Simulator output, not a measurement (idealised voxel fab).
process module | voxel spacer lines
cross-section cut | 275 nm wide | cells 5 nm
A cross-section is a grid of square cells, given in bands from the top down. A band is one or more rows of cells.
Each band's line starts with the height of the band's top and of its bottom, in nm. Then come its materials from left to right, each with its width in nm. One material with "throughout" fills the band from edge to edge. "air" is empty space.
Height 0 is the level under which the wafer as received is all one material. The lowest band goes on downwards, as in "0 down".
A width such as "30 to 40" changes by the same amount from each row of cells to the next, from the band's top row to its bottom row.
"no change" after a step means that no cell of the cross-section changed.
closed voids: empty space of 8 cells or more with no open way to the top, each as width x height at its distance from the left edge, in nm
after a step's settings: what the simulator itself notes on the step
overlay nm, on a step with a mask: how far to the right of its planned place the mask lay; to the left if negative
plan
1 op RECEIVE | material Si
2 op CONFORMAL_DEP | material Al2O3 | thk nm 5
3 op DIRECTIONAL_DEP | material SiN | thk nm 10
4 op DIRECTIONAL_DEP | material aC | thk nm 20
5 op PATTERN | tone cover | mask id MANDREL | material resist | width nm 15 | pitch nm 60 | thk nm 30 | overlay nm 0
6 op DIRECTIONAL_ETCH | etch materials aC | depth nm 20
7 op STRIP | etch materials resist
8 op CONFORMAL_DEP | material SiO2 | thk nm 15
9 op DIRECTIONAL_ETCH | etch materials SiO2 | depth nm 15
10 op STRIP | etch materials aC
11 op DIRECTIONAL_ETCH | etch materials SiN | depth nm 10
12 op STRIP | etch materials SiO2
13 op FILL_DEP | material lowk | thk nm 5
14 op CMP | height nm 15
as received, after step 1
  0 down: Si throughout
  closed voids: none
a wafer at the end: this start, this plan, one mistake
  15 to 5: lowk 45 | SiN 15 | lowk 15 | SiN 15 | lowk 15 | SiN 15 | lowk 15 | SiN 15 | lowk 15 | SiN 15 | lowk 15 | SiN 15 | lowk 65
  5 to 0: Al2O3 throughout
  0 down: Si throughout
  closed voids: none
what went wrong: step 5 ran as: op PATTERN | tone cover | mask id MANDREL | material resist | width nm 15 | pitch nm 60 | thk nm 30 | overlay nm -10
